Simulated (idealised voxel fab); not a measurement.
The following is a process module called voxel transistor to metal.
Pictured: cross-section cut, 270 nm wide, on a grid of 5 nm square cells.
Bands, listed from the top down, are how a cross-section gets written in this document; the cross-section itself is a grid of square cells, and a band is one or more rows of them. Per band: top height and bottom height in nm, followed by the left-to-right materials and their widths in nm; "everywhere" marks a single material spanning edge to edge, "air" marks empty space. Heights are reckoned from 0. Under this level, the received wafer is all of one material. The bottommost band is open-ended downward, for example "0 down". It should be noted that a width expressed as "30 to 40" varies in equal increments from row to row of cells within the band, taking the value of the first number at the top row and that of the second number at the bottom row. "no alteration" -> step changed no cross-section cell. Closed-off voids of 8+ cells (no open route to the top) go in "Enclosed empty spaces", written width x height at distance from the left edge, in nm. Heads up: the bit after the settings on a step's line is the simulator's remark on that step. On any step carrying a mask, the "overlay nm" setting, if present on the step's line, tells how far right of its planned place the mask lay; negative values point to the left.
### Planned step list for the process
- 1: RECEIVE,material Si
- 2: CONFORMAL_DEP,material SiO2,thk nm 5
- 3: CONFORMAL_DEP,material SiN,thk nm 10
- 4: DIRECTIONAL_DEP,material aC,thk nm 15
- 5: PATTERN,tone cover,mask id ACTIVE,material resist,width nm 105,pitch nm 135,thk nm 30,overlay nm 0
- 6: DIRECTIONAL_ETCH,etch materials aC,depth nm 15
- 7: STRIP,etch materials resist
- 8: DIRECTIONAL_ETCH,etch materials SiN,depth nm 10
- 9: DIRECTIONAL_ETCH,etch materials SiO2,depth nm 5
- 10: DIRECTIONAL_ETCH,etch materials Si,depth nm 30
- 11: STRIP,etch materials aC
- 12: FILL_DEP,material SiO2,thk nm 10
- 13: CMP,height nm 15
- 14: SELECTIVE_ETCH,etch materials SiO2,depth nm 10
- 15: STRIP,etch materials SiN
- 16: SELECTIVE_ETCH,etch materials SiO2,depth nm 5
- 17: OXIDIZE,depth nm 5
- 18: DIRECTIONAL_DEP,material polySi,thk nm 25
- 19: DIRECTIONAL_DEP,material SiCN,thk nm 15
- 20: MASKED_ETCH,tone cover,mask id GATE,width nm 15,pitch nm 135,etch materials SiCN,depth nm 25,overlay nm 0
- 21: MASKED_ETCH,tone cover,mask id GATE,width nm 15,pitch nm 135,etch materials polySi,depth nm 35,overlay nm 0
- 22: CONFORMAL_DEP,material SiN,thk nm 5
- 23: DIRECTIONAL_ETCH,etch materials SiN,depth nm 5
- 24: DIRECTIONAL_ETCH,etch materials SiO2,depth nm 5
- 25: DIRECTIONAL_ETCH,etch materials Si,depth nm 15
- 26: EPI,material pSi,thk nm 20
- 27: FILL_DEP,material SiO2,thk nm 5
- 28: CMP,height nm 40
- 29: DIRECTIONAL_DEP,material SiO2,thk nm 15
- 30: DIRECTIONAL_DEP,material aC,thk nm 10
- 31: PATTERN,tone open,mask id CONTACT,material resist,width nm 35,thk nm 30,overlay nm 0
- 32: DIRECTIONAL_ETCH,etch materials aC,depth nm 10
- 33: STRIP,etch materials resist
- 34: DIRECTIONAL_ETCH,etch materials SiO2,depth nm 55
- 35: STRIP,etch materials aC
- 36: CONFORMAL_DEP,material TiN,thk nm 5
- 37: FILL_DEP,material W,thk nm 5
- 38: CMP,height nm 55
- 39: DIRECTIONAL_DEP,material TiN,thk nm 5
- 40: DIRECTIONAL_DEP,material W,thk nm 20
- 41: MASKED_ETCH,tone cover,mask id METAL_1,width nm 20,etch materials W,depth nm 20,overlay nm 0
- 42: MASKED_ETCH,tone cover,mask id METAL_1,width nm 20,etch materials TiN,depth nm 5,overlay nm 0
- 43: CONFORMAL_DEP,material SiN,thk nm 5
- 44: FILL_DEP,material SiO2,thk nm 5
- 45: CMP,height nm 80
- 46: CONFORMAL_DEP,material SiCN,thk nm 5
- 47: DIRECTIONAL_DEP,material lowk,thk nm 35
- 48: DIRECTIONAL_DEP,material aC,thk nm 15
- 49: PATTERN,tone open,mask id METAL_2_HOLES,material resist,width nm 15,pitch nm 135,thk nm 35,overlay nm 0
- 50: DIRECTIONAL_ETCH,etch materials aC,depth nm 15
- 51: STRIP,etch materials resist
- 52: DIRECTIONAL_ETCH,etch materials lowk,depth nm 35
- 53: STRIP,etch materials aC
- 54: DIRECTIONAL_DEP,material aC,thk nm 10
- 55: PATTERN,tone open,mask id METAL_2,material resist,width nm 20,pitch nm 135,thk nm 30,overlay nm 0
- 56: DIRECTIONAL_ETCH,etch materials aC,depth nm 10
- 57: STRIP,etch materials resist
- 58: DIRECTIONAL_ETCH,etch materials lowk,depth nm 20
- 59: DIRECTIONAL_ETCH,etch materials SiCN,depth nm 5
- 60: STRIP,etch materials aC
- 61: CONFORMAL_DEP,material TiN,thk nm 5
- 62: FILL_DEP,material Cu,thk nm 5
- 63: CMP,height nm 120
- 64: CONFORMAL_DEP,material SiCN,thk nm 5
### first wafer, as planned
### As-received wafer cross-section (after step 1)
0 down  Si everywhere
Enclosed empty spaces: none
### Presented here is a cross-section of the wafer after step 2 has been performed
5 to 0  SiO2 everywhere
Below a height of 0, the structure has not been altered.
### Presented here is a cross-section of the wafer after step 3 has been performed
15 to 5  SiN everywhere
Below a height of 5, the structure has not been altered.
### Presented here is a cross-section of the wafer after step 4 has been performed
30 to 15  aC everywhere
Below a height of 15, the structure has not been altered.
### Presented here is a cross-section of the wafer after step 5 has been performed
60 to 30  15 of air; 105 of resist; 30 of air; 105 of resist; 15 of air
Below a height of 30, the structure has not been altered.
### Presented here is a cross-section of the wafer after step 6 has been performed
45 to 30  15 of air; 105 of resist; 30 of air; 105 of resist; 15 of air
30 to 15  15 of air; 105 of aC; 30 of air; 105 of aC; 15 of air
Below a height of 15, the structure has not been altered.
### Presented here is a cross-section of the wafer after step 7 has been performed
30 to 15  15 of air; 105 of aC; 30 of air; 105 of aC; 15 of air
Below a height of 15, the structure has not been altered.
### Presented here is a cross-section of the wafer after step 8 has been performed
30 to 15  15 of air; 105 of aC; 30 of air; 105 of aC; 15 of air
15 to 5  15 of air; 105 of SiN; 30 of air; 105 of SiN; 15 of air
Below a height of 5, the structure has not been altered.
### Presented here is a cross-section of the wafer after step 9 has been performed
30 to 15  15 of air; 105 of aC; 30 of air; 105 of aC; 15 of air
15 to 5  15 of air; 105 of SiN; 30 of air; 105 of SiN; 15 of air
5 to 0  15 of air; 105 of SiO2; 30 of air; 105 of SiO2; 15 of air
Below a height of 0, the structure has not been altered.
### Presented here is a cross-section of the wafer after step 10 has been performed
30 to 15  15 of air; 105 of aC; 30 of air; 105 of aC; 15 of air
15 to 5  15 of air; 105 of SiN; 30 of air; 105 of SiN; 15 of air
5 to 0  15 of air; 105 of SiO2; 30 of air; 105 of SiO2; 15 of air
0 to -30  15 of air; 105 of Si; 30 of air; 105 of Si; 15 of air
Below a height of -30, the structure has not been altered.
### Presented here is a cross-section of the wafer after step 11 has been performed
15 to 5  15 of air; 105 of SiN; 30 of air; 105 of SiN; 15 of air
Below a height of 5, the structure has not been altered.
### Presented here is a cross-section of the wafer after step 12 has been performed
25 to 15  SiO2 everywhere
15 to 5  15 of SiO2; 105 of SiN; 30 of SiO2; 105 of SiN; 15 of SiO2
5 to 0  SiO2 everywhere
0 to -30  15 of SiO2; 105 of Si; 30 of SiO2; 105 of Si; 15 of SiO2
Below a height of -30, the structure has not been altered.
### Presented here is a cross-section of the wafer after step 13 has been performed
15 to 5  15 of SiO2; 105 of SiN; 30 of SiO2; 105 of SiN; 15 of SiO2
Below a height of 5, the structure has not been altered.
### Presented here is a cross-section of the wafer after step 14 has been performed
15 to 5  15 of air; 105 of SiN; 30 of air; 105 of SiN; 15 of air
Below a height of 5, the structure has not been altered.
### Presented here is a cross-section of the wafer after step 15 has been performed
5 to 0  SiO2 everywhere
Below a height of 0, the structure has not been altered.
### Presented here is a cross-section of the wafer after step 16 has been performed
0 to -30  15 of SiO2; 105 of Si; 30 of SiO2; 105 of Si; 15 of SiO2
Below a height of -30, the structure has not been altered.
### Presented here is a cross-section of the wafer after step 17 has been performed
0 to -5  SiO2 everywhere
Below a height of -5, the structure has not been altered.
### Presented here is a cross-section of the wafer after step 18 has been performed
25 to 0  polySi everywhere
Below a height of 0, the structure has not been altered.
### Presented here is a cross-section of the wafer after step 19 has been performed
40 to 25  SiCN everywhere
Below a height of 25, the structure has not been altered.
### Presented here is a cross-section of the wafer after step 20 has been performed
40 to 25  60 of air; 15 of SiCN; 120 of air; 15 of SiCN; 60 of air
Below a height of 25, the structure has not been altered.
### Presented here is a cross-section of the wafer after step 21 has been performed
40 to 25  60 of air; 15 of SiCN; 120 of air; 15 of SiCN; 60 of air
25 to 0  60 of air; 15 of polySi; 120 of air; 15 of polySi; 60 of air
Below a height of 0, the structure has not been altered.
### Presented here is a cross-section of the wafer after step 22 has been performed
45 to 40  55 of air; 25 of SiN; 110 of air; 25 of SiN; 55 of air
40 to 25  55 of air; 5 of SiN; 15 of SiCN; 5 of SiN; 110 of air; 5 of SiN; 15 of SiCN; 5 of SiN; 55 of air
25 to 5  55 of air; 5 of SiN; 15 of polySi; 5 of SiN; 110 of air; 5 of SiN; 15 of polySi; 5 of SiN; 55 of air
5 to 0  60 of SiN; 15 of polySi; 120 of SiN; 15 of polySi; 60 of SiN
Below a height of 0, the structure has not been altered.
### Presented here is a cross-section of the wafer after step 23 has been performed
40 to 25  55 of air; 5 of SiN; 15 of SiCN; 5 of SiN; 110 of air; 5 of SiN; 15 of SiCN; 5 of SiN; 55 of air
25 to 0  55 of air; 5 of SiN; 15 of polySi; 5 of SiN; 110 of air; 5 of SiN; 15 of polySi; 5 of SiN; 55 of air
Below a height of 0, the structure has not been altered.
### Presented here is a cross-section of the wafer after step 24 has been performed
40 to 25  55 of air; 5 of SiN; 15 of SiCN; 5 of SiN; 110 of air; 5 of SiN; 15 of SiCN; 5 of SiN; 55 of air
25 to 0  55 of air; 5 of SiN; 15 of polySi; 5 of SiN; 110 of air; 5 of SiN; 15 of polySi; 5 of SiN; 55 of air
0 to -5  55 of air; 25 of SiO2; 110 of air; 25 of SiO2; 55 of air
Below a height of -5, the structure has not been altered.
### Presented here is a cross-section of the wafer after step 25 has been performed
40 to 25  55 of air; 5 of SiN; 15 of SiCN; 5 of SiN; 110 of air; 5 of SiN; 15 of SiCN; 5 of SiN; 55 of air
25 to 0  55 of air; 5 of SiN; 15 of polySi; 5 of SiN; 110 of air; 5 of SiN; 15 of polySi; 5 of SiN; 55 of air
0 to -5  55 of air; 25 of SiO2; 110 of air; 25 of SiO2; 55 of air
-5 to -20  15 of SiO2; 40 of air; 25 of Si; 40 of air; 30 of SiO2; 40 of air; 25 of Si; 40 of air; 15 of SiO2
Below a height of -20, the structure has not been altered.
### Presented here is a cross-section of the wafer after step 26 has been performed
40 to 25  55 of air; 5 of SiN; 15 of SiCN; 5 of SiN; 110 of air; 5 of SiN; 15 of SiCN; 5 of SiN; 55 of air
25 to 15  55 of air; 5 of SiN; 15 of polySi; 5 of SiN; 110 of air; 5 of SiN; 15 of polySi; 5 of SiN; 55 of air
15 to 0  35 of air; 20 of pSi; 5 of SiN; 15 of polySi; 5 of SiN; 20 of pSi; 70 of air; 20 of pSi; 5 of SiN; 15 of polySi; 5 of SiN; 20 of pSi; 35 of air
0 to -5  10 of air; 45 of pSi; 25 of SiO2; 45 of pSi; 20 of air; 45 of pSi; 25 of SiO2; 45 of pSi; 10 of air
-5 to -20  15 of SiO2; 40 of pSi; 25 of Si; 40 of pSi; 30 of SiO2; 40 of pSi; 25 of Si; 40 of pSi; 15 of SiO2
Below a height of -20, the structure has not been altered.
### Presented here is a cross-section of the wafer after step 27 has been performed
45 to 40  SiO2 everywhere
40 to 25  55 of SiO2; 5 of SiN; 15 of SiCN; 5 of SiN; 110 of SiO2; 5 of SiN; 15 of SiCN; 5 of SiN; 55 of SiO2
25 to 15  55 of SiO2; 5 of SiN; 15 of polySi; 5 of SiN; 110 of SiO2; 5 of SiN; 15 of polySi; 5 of SiN; 55 of SiO2
15 to 0  35 of SiO2; 20 of pSi; 5 of SiN; 15 of polySi; 5 of SiN; 20 of pSi; 70 of SiO2; 20 of pSi; 5 of SiN; 15 of polySi; 5 of SiN; 20 of pSi; 35 of SiO2
0 to -5  10 of SiO2; 45 of pSi; 25 of SiO2; 45 of pSi; 20 of SiO2; 45 of pSi; 25 of SiO2; 45 of pSi; 10 of SiO2
Below a height of -5, the structure has not been altered.
### Presented here is a cross-section of the wafer after step 28 has been performed
40 to 25  55 of SiO2; 5 of SiN; 15 of SiCN; 5 of SiN; 110 of SiO2; 5 of SiN; 15 of SiCN; 5 of SiN; 55 of SiO2
Below a height of 25, the structure has not been altered.
### Presented here is a cross-section of the wafer after step 29 has been performed
55 to 40  SiO2 everywhere
Below a height of 40, the structure has not been altered.
### Presented here is a cross-section of the wafer after step 30 has been performed
65 to 55  aC everywhere
Below a height of 55, the structure has not been altered.
### Presented here is a cross-section of the wafer after step 31 has been performed
95 to 65  20 of resist; 35 of air; 25 of resist; 35 of air; 40 of resist; 35 of air; 25 of resist; 35 of air; 20 of resist
Below a height of 65, the structure has not been altered.
### Presented here is a cross-section of the wafer after step 32 has been performed
85 to 65  20 of resist; 35 of air; 25 of resist; 35 of air; 40 of resist; 35 of air; 25 of resist; 35 of air; 20 of resist
65 to 55  20 of aC; 35 of air; 25 of aC; 35 of air; 40 of aC; 35 of air; 25 of aC; 35 of air; 20 of aC
Below a height of 55, the structure has not been altered.
### Presented here is a cross-section of the wafer after step 33 has been performed
65 to 55  20 of aC; 35 of air; 25 of aC; 35 of air; 40 of aC; 35 of air; 25 of aC; 35 of air; 20 of aC
Below a height of 55, the structure has not been altered.
### Presented here is a cross-section of the wafer after step 34 has been performed
65 to 55  20 of aC; 35 of air; 25 of aC; 35 of air; 40 of aC; 35 of air; 25 of aC; 35 of air; 20 of aC
55 to 40  20 of SiO2; 35 of air; 25 of SiO2; 35 of air; 40 of SiO2; 35 of air; 25 of SiO2; 35 of air; 20 of SiO2
40 to 25  20 of SiO2; 35 of air; 5 of SiN; 15 of SiCN; 5 of SiN; 35 of air; 40 of SiO2; 35 of air; 5 of SiN; 15 of SiCN; 5 of SiN; 35 of air; 20 of SiO2
25 to 15  20 of SiO2; 35 of air; 5 of SiN; 15 of polySi; 5 of SiN; 35 of air; 40 of SiO2; 35 of air; 5 of SiN; 15 of polySi; 5 of SiN; 35 of air; 20 of SiO2
15 to 0  20 of SiO2; 15 of air; 20 of pSi; 5 of SiN; 15 of polySi; 5 of SiN; 20 of pSi; 15 of air; 40 of SiO2; 15 of air; 20 of pSi; 5 of SiN; 15 of polySi; 5 of SiN; 20 of pSi; 15 of air; 20 of SiO2
Below a height of 0, the structure has not been altered.
### Presented here is a cross-section of the wafer after step 35 has been performed
55 to 40  20 of SiO2; 35 of air; 25 of SiO2; 35 of air; 40 of SiO2; 35 of air; 25 of SiO2; 35 of air; 20 of SiO2
Below a height of 40, the structure has not been altered.
### Presented here is a cross-section of the wafer after step 36 has been performed
60 to 55  25 of TiN; 25 of air; 35 of TiN; 25 of air; 50 of TiN; 25 of air; 35 of TiN; 25 of air; 25 of TiN
55 to 40  20 of SiO2; 5 of TiN; 25 of air; 5 of TiN; 25 of SiO2; 5 of TiN; 25 of air; 5 of TiN; 40 of SiO2; 5 of TiN; 25 of air; 5 of TiN; 25 of SiO2; 5 of TiN; 25 of air; 5 of TiN; 20 of SiO2
40 to 25  20 of SiO2; 5 of TiN; 25 of air; 5 of TiN; 5 of SiN; 15 of SiCN; 5 of SiN; 5 of TiN; 25 of air; 5 of TiN; 40 of SiO2; 5 of TiN; 25 of air; 5 of TiN; 5 of SiN; 15 of SiCN; 5 of SiN; 5 of TiN; 25 of air; 5 of TiN; 20 of SiO2
25 to 15  20 of SiO2; 5 of TiN; 25 to 5 of air; 5 to 25 of TiN; 5 of SiN; 15 of polySi; 5 of SiN; 5 to 25 of TiN; 25 to 5 of air; 5 of TiN; 40 of SiO2; 5 of TiN; 25 to 5 of air; 5 to 25 of TiN; 5 of SiN; 15 of polySi; 5 of SiN; 5 to 25 of TiN; 25 to 5 of air; 5 of TiN; 20 of SiO2
15 to 5  20 of SiO2; 5 of TiN; 5 of air; 5 of TiN; 20 of pSi; 5 of SiN; 15 of polySi; 5 of SiN; 20 of pSi; 5 of TiN; 5 of air; 5 of TiN; 40 of SiO2; 5 of TiN; 5 of air; 5 of TiN; 20 of pSi; 5 of SiN; 15 of polySi; 5 of SiN; 20 of pSi; 5 of TiN; 5 of air; 5 of TiN; 20 of SiO2
5 to 0  20 of SiO2; 15 of TiN; 20 of pSi; 5 of SiN; 15 of polySi; 5 of SiN; 20 of pSi; 15 of TiN; 40 of SiO2; 15 of TiN; 20 of pSi; 5 of SiN; 15 of polySi; 5 of SiN; 20 of pSi; 15 of TiN; 20 of SiO2
Below a height of 0, the structure has not been altered.
### Presented here is a cross-section of the wafer after step 37 has been performed
65 to 60  W everywhere
60 to 55  25 of TiN; 25 of W; 35 of TiN; 25 of W; 50 of TiN; 25 of W; 35 of TiN; 25 of W; 25 of TiN
55 to 40  20 of SiO2; 5 of TiN; 25 of W; 5 of TiN; 25 of SiO2; 5 of TiN; 25 of W; 5 of TiN; 40 of SiO2; 5 of TiN; 25 of W; 5 of TiN; 25 of SiO2; 5 of TiN; 25 of W; 5 of TiN; 20 of SiO2
40 to 25  20 of SiO2; 5 of TiN; 25 of W; 5 of TiN; 5 of SiN; 15 of SiCN; 5 of SiN; 5 of TiN; 25 of W; 5 of TiN; 40 of SiO2; 5 of TiN; 25 of W; 5 of TiN; 5 of SiN; 15 of SiCN; 5 of SiN; 5 of TiN; 25 of W; 5 of TiN; 20 of SiO2
25 to 15  20 of SiO2; 5 of TiN; 25 to 5 of W; 5 to 25 of TiN; 5 of SiN; 15 of polySi; 5 of SiN; 5 to 25 of TiN; 25 to 5 of W; 5 of TiN; 40 of SiO2; 5 of TiN; 25 to 5 of W; 5 to 25 of TiN; 5 of SiN; 15 of polySi; 5 of SiN; 5 to 25 of TiN; 25 to 5 of W; 5 of TiN; 20 of SiO2
15 to 5  20 of SiO2; 5 of TiN; 5 of W; 5 of TiN; 20 of pSi; 5 of SiN; 15 of polySi; 5 of SiN; 20 of pSi; 5 of TiN; 5 of W; 5 of TiN; 40 of SiO2; 5 of TiN; 5 of W; 5 of TiN; 20 of pSi; 5 of SiN; 15 of polySi; 5 of SiN; 20 of pSi; 5 of TiN; 5 of W; 5 of TiN; 20 of SiO2
Below a height of 5, the structure has not been altered.
### Presented here is a cross-section of the wafer after step 38 has been performed
55 to 40  20 of SiO2; 5 of TiN; 25 of W; 5 of TiN; 25 of SiO2; 5 of TiN; 25 of W; 5 of TiN; 40 of SiO2; 5 of TiN; 25 of W; 5 of TiN; 25 of SiO2; 5 of TiN; 25 of W; 5 of TiN; 20 of SiO2
Below a height of 40, the structure has not been altered.
### Presented here is a cross-section of the wafer after step 39 has been performed
60 to 55  TiN everywhere
Below a height of 55, the structure has not been altered.
### Presented here is a cross-section of the wafer after step 40 has been performed
80 to 60  W everywhere
Below a height of 60, the structure has not been altered.
### Presented here is a cross-section of the wafer after step 41 has been performed
80 to 60  20 of air; 20 of W; 55 of air; 20 of W; 40 of air; 20 of W; 55 of air; 20 of W; 20 of air
Below a height of 60, the structure has not been altered.
### Presented here is a cross-section of the wafer after step 42 has been performed
80 to 60  20 of air; 20 of W; 55 of air; 20 of W; 40 of air; 20 of W; 55 of air; 20 of W; 20 of air
60 to 55  20 of air; 20 of TiN; 55 of air; 20 of TiN; 40 of air; 20 of TiN; 55 of air; 20 of TiN; 20 of air
Below a height of 55, the structure has not been altered.
### Presented here is a cross-section of the wafer after step 43 has been performed
85 to 80  15 of air; 30 of SiN; 45 of air; 30 of SiN; 30 of air; 30 of SiN; 45 of air; 30 of SiN; 15 of air
80 to 60  15 of air; 5 of SiN; 20 of W; 5 of SiN; 45 of air; 5 of SiN; 20 of W; 5 of SiN; 30 of air; 5 of SiN; 20 of W; 5 of SiN; 45 of air; 5 of SiN; 20 of W; 5 of SiN; 15 of air
60 to 55  20 of SiN; 20 of TiN; 55 of SiN; 20 of TiN; 40 of SiN; 20 of TiN; 55 of SiN; 20 of TiN; 20 of SiN
Below a height of 55, the structure has not been altered.
### Presented here is a cross-section of the wafer after step 44 has been performed
90 to 85  SiO2 everywhere
85 to 80  15 of SiO2; 30 of SiN; 45 of SiO2; 30 of SiN; 30 of SiO2; 30 of SiN; 45 of SiO2; 30 of SiN; 15 of SiO2
80 to 60  15 of SiO2; 5 of SiN; 20 of W; 5 of SiN; 45 of SiO2; 5 of SiN; 20 of W; 5 of SiN; 30 of SiO2; 5 of SiN; 20 of W; 5 of SiN; 45 of SiO2; 5 of SiN; 20 of W; 5 of SiN; 15 of SiO2
Below a height of 60, the structure has not been altered.
### Presented here is a cross-section of the wafer after step 45 has been performed
80 to 60  15 of SiO2; 5 of SiN; 20 of W; 5 of SiN; 45 of SiO2; 5 of SiN; 20 of W; 5 of SiN; 30 of SiO2; 5 of SiN; 20 of W; 5 of SiN; 45 of SiO2; 5 of SiN; 20 of W; 5 of SiN; 15 of SiO2
Below a height of 60, the structure has not been altered.
### Presented here is a cross-section of the wafer after step 46 has been performed
85 to 80  SiCN everywhere
Below a height of 80, the structure has not been altered.
### Presented here is a cross-section of the wafer after step 47 has been performed
120 to 85  lowk everywhere
Below a height of 85, the structure has not been altered.
### Presented here is a cross-section of the wafer after step 48 has been performed
135 to 120  aC everywhere
Below a height of 120, the structure has not been altered.
### Presented here is a cross-section of the wafer after step 49 has been performed
170 to 135  20 of resist; 15 of air; 120 of resist; 15 of air; 100 of resist
Below a height of 135, the structure has not been altered.
### Presented here is a cross-section of the wafer after step 50 has been performed
155 to 135  20 of resist; 15 of air; 120 of resist; 15 of air; 100 of resist
135 to 120  20 of aC; 15 of air; 120 of aC; 15 of air; 100 of aC
Below a height of 120, the structure has not been altered.
### Presented here is a cross-section of the wafer after step 51 has been performed
135 to 120  20 of aC; 15 of air; 120 of aC; 15 of air; 100 of aC
Below a height of 120, the structure has not been altered.
### Presented here is a cross-section of the wafer after step 52 has been performed
135 to 120  20 of aC; 15 of air; 120 of aC; 15 of air; 100 of aC
120 to 85  20 of lowk; 15 of air; 120 of lowk; 15 of air; 100 of lowk
Below a height of 85, the structure has not been altered.
### Presented here is a cross-section of the wafer after step 53 has been performed
120 to 85  20 of lowk; 15 of air; 120 of lowk; 15 of air; 100 of lowk
Below a height of 85, the structure has not been altered.
### Presented here is a cross-section of the wafer after step 54 has been performed
130 to 120  20 of aC; 15 of air; 120 of aC; 15 of air; 100 of aC
120 to 95  20 of lowk; 15 of air; 120 of lowk; 15 of air; 100 of lowk
95 to 85  20 of lowk; 15 of aC; 120 of lowk; 15 of aC; 100 of lowk
Below a height of 85, the structure has not been altered.
### Presented here is a cross-section of the wafer after step 55 has been performed
160 to 130  20 of resist; 20 of air; 115 of resist; 20 of air; 95 of resist
Below a height of 130, the structure has not been altered.
### Presented here is a cross-section of the wafer after step 56 has been performed
150 to 130  20 of resist; 20 of air; 115 of resist; 20 of air; 95 of resist
130 to 120  20 of aC; 20 of air; 115 of aC; 20 of air; 95 of aC
120 to 85  20 of lowk; 15 of air; 120 of lowk; 15 of air; 100 of lowk
Below a height of 85, the structure has not been altered.
### Presented here is a cross-section of the wafer after step 57 has been performed
130 to 120  20 of aC; 20 of air; 115 of aC; 20 of air; 95 of aC
Below a height of 120, the structure has not been altered.
### Presented here is a cross-section of the wafer after step 58 has been performed
130 to 120  20 of aC; 20 of air; 115 of aC; 20 of air; 95 of aC
120 to 100  20 of lowk; 20 of air; 115 of lowk; 20 of air; 95 of lowk
Below a height of 100, the structure has not been altered.
### Presented here is a cross-section of the wafer after step 59 has been performed
130 to 120  20 of aC; 20 of air; 115 of aC; 20 of air; 95 of aC
120 to 100  20 of lowk; 20 of air; 115 of lowk; 20 of air; 95 of lowk
100 to 85  20 of lowk; 15 of air; 120 of lowk; 15 of air; 100 of lowk
85 to 80  20 of SiCN; 15 of air; 120 of SiCN; 15 of air; 100 of SiCN
Below a height of 80, the structure has not been altered.
### Presented here is a cross-section of the wafer after step 60 has been performed
120 to 100  20 of lowk; 20 of air; 115 of lowk; 20 of air; 95 of lowk
Below a height of 100, the structure has not been altered.
### Presented here is a cross-section of the wafer after step 61 has been performed
125 to 120  25 of TiN; 10 of air; 125 of TiN; 10 of air; 100 of TiN
120 to 105  20 of lowk; 5 of TiN; 10 of air; 5 of TiN; 115 of lowk; 5 of TiN; 10 of air; 5 of TiN; 95 of lowk
105 to 100  20 of lowk; 5 of TiN; 5 of air; 10 of TiN; 115 of lowk; 5 of TiN; 5 of air; 10 of TiN; 95 of lowk
100 to 85  20 of lowk; 5 of TiN; 5 of air; 5 of TiN; 120 of lowk; 5 of TiN; 5 of air; 5 of TiN; 100 of lowk
85 to 80  20 of SiCN; 15 of TiN; 120 of SiCN; 15 of TiN; 100 of SiCN
Below a height of 80, the structure has not been altered.
### Presented here is a cross-section of the wafer after step 62 has been performed
130 to 125  Cu everywhere
125 to 120  25 of TiN; 10 of Cu; 125 of TiN; 10 of Cu; 100 of TiN
120 to 105  20 of lowk; 5 of TiN; 10 of Cu; 5 of TiN; 115 of lowk; 5 of TiN; 10 of Cu; 5 of TiN; 95 of lowk
105 to 100  20 of lowk; 5 of TiN; 5 of Cu; 10 of TiN; 115 of lowk; 5 of TiN; 5 of Cu; 10 of TiN; 95 of lowk
100 to 85  20 of lowk; 5 of TiN; 5 of Cu; 5 of TiN; 120 of lowk; 5 of TiN; 5 of Cu; 5 of TiN; 100 of lowk
Below a height of 85, the structure has not been altered.
### Presented here is a cross-section of the wafer after step 63 has been performed
120 to 105  20 of lowk; 5 of TiN; 10 of Cu; 5 of TiN; 115 of lowk; 5 of TiN; 10 of Cu; 5 of TiN; 95 of lowk
Below a height of 105, the structure has not been altered.
### Presented here is a cross-section of the wafer after step 64 has been performed
125 to 120  SiCN everywhere
Below a height of 120, the structure has not been altered.
### Wafer two of the pair: same origin, same plan, one error during the run; identical to wafer one up to and including step 46
### Second wafer, section view, time point: scheduled end of step 47
120 to 85  polySi everywhere
Below a height of 85, the structure has not been altered.
### Second wafer, section view, time point: scheduled end of step 48
135 to 120  aC everywhere
Below a height of 120, the structure has not been altered.
### Second wafer, section view, time point: scheduled end of step 49
170 to 135  20 of resist; 15 of air; 120 of resist; 15 of air; 100 of resist
Below a height of 135, the structure has not been altered.
### Second wafer, section view, time point: scheduled end of step 50
155 to 135  20 of resist; 15 of air; 120 of resist; 15 of air; 100 of resist
135 to 120  20 of aC; 15 of air; 120 of aC; 15 of air; 100 of aC
Below a height of 120, the structure has not been altered.
### Second wafer, section view, time point: scheduled end of step 51
135 to 120  20 of aC; 15 of air; 120 of aC; 15 of air; 100 of aC
Below a height of 120, the structure has not been altered.
Second wafer, section view, time point: scheduled end of step 52: no alteration
### Second wafer, section view, time point: scheduled end of step 53
120 to 85  polySi everywhere
Below a height of 85, the structure has not been altered.
### Second wafer, section view, time point: scheduled end of step 54
130 to 120  aC everywhere
Below a height of 120, the structure has not been altered.
### Second wafer, section view, time point: scheduled end of step 55
160 to 130  20 of resist; 20 of air; 115 of resist; 20 of air; 95 of resist
Below a height of 130, the structure has not been altered.
### Second wafer, section view, time point: scheduled end of step 56
150 to 130  20 of resist; 20 of air; 115 of resist; 20 of air; 95 of resist
130 to 120  20 of aC; 20 of air; 115 of aC; 20 of air; 95 of aC
Below a height of 120, the structure has not been altered.
### Second wafer, section view, time point: scheduled end of step 57
130 to 120  20 of aC; 20 of air; 115 of aC; 20 of air; 95 of aC
Below a height of 120, the structure has not been altered.
Second wafer, section view, time point: scheduled end of step 58: no alteration
Second wafer, section view, time point: scheduled end of step 59: no alteration
### Second wafer, section view, time point: scheduled end of step 60
120 to 85  polySi everywhere
Below a height of 85, the structure has not been altered.
### Second wafer, section view, time point: scheduled end of step 61
125 to 120  TiN everywhere
Below a height of 120, the structure has not been altered.
### Second wafer, section view, time point: scheduled end of step 62
130 to 125  Cu everywhere
Below a height of 125, the structure has not been altered.
### Second wafer, section view, time point: scheduled end of step 63
120 to 85  polySi everywhere
Below a height of 85, the structure has not been altered.
### Second wafer, section view, time point: scheduled end of step 64
125 to 120  SiCN everywhere
Below a height of 120, the structure has not been altered.
Short version of what went wrong: step 47 changed vs plan, executed as DIRECTIONAL_DEP,material polySi,thk nm 35
Upon completion, the second wafer contains, in terms of cells, a greater or smaller amount of certain materials than the first wafer: Cu -20; SiCN +6; TiN -36; lowk -328; polySi +378
